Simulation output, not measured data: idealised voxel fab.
Process module name: voxel self aligned vias
Shown is cross-section cut, with a width of 185 nm and square cells of size 5 nm.
Format of a cross-section: grid, square cells. Given as bands. Order: top down. Band: one or more rows of cells. The entry gives the band's vertical extent as a top height and a bottom height in nm, then its horizontal make-up as materials from left to right, each with a width in nm. "blank" stands for empty space; a single material marked "full width" fills the band edge to edge. The reference from which all heights are counted is 0, the level beneath which the as-received wafer is entirely one material; the lowest band, having no lower bound, proceeds downward and is written after the example "0 and below". Per-row width for "30->40": begins at first number (top row of band), ends at second number (bottom row), increment between rows held constant. "no alterations made" means the step left every cell of the cross-section as it was. Reported under the label "Closed void inventory" are the empty spaces having no open way to the top and comprising 8 cells or more; the notation for each is width x height at distance, in which the distance is measured from the left edge and all three values are in nm. Step line, after settings: the simulator's comment on this step. The setting "overlay nm" may be written on the line of a step. When the step uses a mask, the value reports how far to the right of the planned place the mask lay, and a negative value reports that it lay to the left.
Below is the list of planned process steps
1,RECEIVE (material Si)
2,CONFORMAL_DEP (material SiO2; thk nm 15)
3,CONFORMAL_DEP (material SiCN; thk nm 5)
4,DIRECTIONAL_DEP (material lowk; thk nm 30)
5,DIRECTIONAL_DEP (material aC; thk nm 10)
6,PATTERN (tone open; mask id LINES; material resist; width nm 25; pitch nm 55; thk nm 30; overlay nm 0)
7,DIRECTIONAL_ETCH (etch materials aC; depth nm 5)
8,STRIP (etch materials resist)
9,DIRECTIONAL_ETCH (etch materials lowk; depth nm 30)
10,STRIP (etch materials aC)
11,CONFORMAL_DEP (material TiN; thk nm 5)
12,FILL_DEP (material Ru; thk nm 5)
13,CMP (height nm 50)
14,SELECTIVE_ETCH (etch materials W Ru TiN; depth nm 5)
15,FILL_DEP (material SiN; thk nm 10)
16,CMP (height nm 50)
17,DIRECTIONAL_DEP (material lowk; thk nm 15)
18,PATTERN (tone open; mask id VIAS; material resist; width nm 35; pitch nm 55; thk nm 15; overlay nm 0)
19,DIRECTIONAL_ETCH (etch materials lowk; depth nm 15)
20,DIRECTIONAL_ETCH (etch materials SiN; depth nm 5)
21,STRIP (etch materials resist)
22,CONFORMAL_DEP (material TiN; thk nm 5)
23,FILL_DEP (material W; thk nm 10)
24,CMP (height nm 65)
25,CONFORMAL_DEP (material SiCN; thk nm 5)
Quick note for whoever runs this: the wafers start identical, but the depth nm at step 7 isn't the same across them. The plan just shows what the first wafer had.
Incoming state of the first of several wafers in cross-section: after step 1
* 0 and below: Si full width
* Closed void inventory: none
The first of several wafers, seen in cross-section after the module's last step, step 25
* 70 down to 65: SiCN full width
* 65 down to 55: lowk 20 nm / TiN 5 nm / W 25 nm / TiN 5 nm / lowk 20 nm / TiN 5 nm / W 25 nm / TiN 5 nm / lowk 20 nm / TiN 5 nm / W 25 nm / TiN 5 nm / lowk 20 nm
* 55 down to 50: lowk 20 nm / TiN 35 nm / lowk 20 nm / TiN 35 nm / lowk 20 nm / TiN 35 nm / lowk 20 nm
* 50 down to 20: lowk full width
* 20 down to 15: SiCN full width
* 15 down to 0: SiO2 full width
* 0 and below: Si full width
* Closed void inventory: none
Last wafer of the set, cross-sectioned at end of module
* 70 down to 65: SiCN full width
* 65 down to 55: lowk 20 nm / TiN 5 nm / W 25 nm / TiN 5 nm / lowk 20 nm / TiN 5 nm / W 25 nm / TiN 5 nm / lowk 20 nm / TiN 5 nm / W 25 nm / TiN 5 nm / lowk 20 nm
* 55 down to 50: lowk 20 nm / TiN 10 nm / W 15 nm / TiN 10 nm / lowk 20 nm / TiN 10 nm / W 15 nm / TiN 10 nm / lowk 20 nm / TiN 10 nm / W 15 nm / TiN 10 nm / lowk 20 nm
* 50 down to 45: lowk 25 nm / TiN 25 nm / lowk 30 nm / TiN 25 nm / lowk 30 nm / TiN 25 nm / lowk 25 nm
* 45 down to 25: lowk 25 nm / TiN 5 nm / Ru 15 nm / TiN 5 nm / lowk 30 nm / TiN 5 nm / Ru 15 nm / TiN 5 nm / lowk 30 nm / TiN 5 nm / Ru 15 nm / TiN 5 nm / lowk 25 nm
* 25 down to 20: lowk 25 nm / TiN 25 nm / lowk 30 nm / TiN 25 nm / lowk 30 nm / TiN 25 nm / lowk 25 nm
* 20 down to 15: SiCN full width
* 15 down to 0: SiO2 full width
* 0 and below: Si full width
* Closed void inventory: none
Quick key for the table: a row per wafer, taken at the end of the module. For each material it tells you how many cells the wafer gained (+) or lost (-) since it came in, and the closed voids come after
depth nm 5 | +74 SiCN | +111 SiO2 | +33 TiN | +30 W | +270 lowk | Closed void inventory: none
depth nm 10 | +36 Ru | +74 SiCN | +111 SiO2 | +78 TiN | +39 W | +180 lowk | Closed void inventory: none
depth nm 15 | +36 Ru | +74 SiCN | +111 SiO2 | +78 TiN | +39 W | +180 lowk | Closed void inventory: none
depth nm 20 | +36 Ru | +74 SiCN | +111 SiO2 | +78 TiN | +39 W | +180 lowk | Closed void inventory: none
depth nm 25 | +36 Ru | +74 SiCN | +111 SiO2 | +78 TiN | +39 W | +180 lowk | Closed void inventory: none
